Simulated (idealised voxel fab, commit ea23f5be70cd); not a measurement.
process module | voxel quadruple lines
cross-section cut | 220 nm wide | cells 5 nm
A cross-section is a grid of square cells, given in bands from the top down. A band is one or more rows of cells.
Each band's line starts with the height of the band's top and of its bottom, in nm. Then come its materials from left to right, each with its width in nm. One material with "throughout" fills the band from edge to edge. "air" is empty space.
Height 0 is the level under which the wafer as received is all one material. The lowest band goes on downwards, as in "0 down".
A width such as "30 to 40" changes by the same amount from each row of cells to the next, from the band's top row to its bottom row.
"no change" after a step means that no cell of the cross-section changed.
closed voids: empty space of 8 cells or more with no open way to the top, each as width x height at its distance from the left edge, in nm
after a step's settings: what the simulator itself notes on the step
overlay nm, on a step with a mask: how far to the right of its planned place the mask lay; to the left if negative
plan
1 op RECEIVE | material Si
2 op CONFORMAL_DEP | material SiO2 | thk nm 5
3 op DIRECTIONAL_DEP | material W | thk nm 15
4 op DIRECTIONAL_DEP | material polySi | thk nm 20
5 op DIRECTIONAL_DEP | material aC | thk nm 20
6 op PATTERN | tone cover | mask id MANDREL | material resist | width nm 25 | thk nm 30 | overlay nm 0
7 op DIRECTIONAL_ETCH | etch materials aC | depth nm 20
8 op STRIP | etch materials resist
9 op CONFORMAL_DEP | material SiO2 | thk nm 15
10 op DIRECTIONAL_ETCH | etch materials SiO2 | depth nm 15
11 op STRIP | etch materials aC
12 op DIRECTIONAL_ETCH | etch materials polySi | depth nm 20
13 op STRIP | etch materials SiO2
14 op CONFORMAL_DEP | material SiCN | thk nm 5
15 op DIRECTIONAL_ETCH | etch materials SiCN | depth nm 5
16 op STRIP | etch materials polySi
17 op DIRECTIONAL_ETCH | etch materials W | depth nm 15
18 op STRIP | etch materials SiCN
19 op FILL_DEP | material lowk | thk nm 10
20 op CMP | height nm 20
varied across the wafers: thk nm of step 2. The plan shows the first wafer's value. All wafers start alike
first wafer as received, after step 1
  0 down: Si throughout
  closed voids: none
first wafer at the end, after step 20
  20 to 5: lowk 75 | W 5 | lowk 15 | W 5 | lowk 15 | W 5 | lowk 15 | W 5 | lowk 80
  5 to 0: SiO2 throughout
  0 down: Si throughout
  closed voids: none
last wafer at the end
  20 to 0: SiO2 throughout
  0 down: Si throughout
  closed voids: none
each wafer at the end: cells of each material gained (+) or lost (-) since it was received, then its closed voids
thk nm 5 | +44 SiO2 | +12 W | +120 lowk | closed voids: none
thk nm 10 | +88 SiO2 | +8 W | +80 lowk | closed voids: none
thk nm 15 | +132 SiO2 | +4 W | +40 lowk | closed voids: none
thk nm 20 | +176 SiO2 | closed voids: none
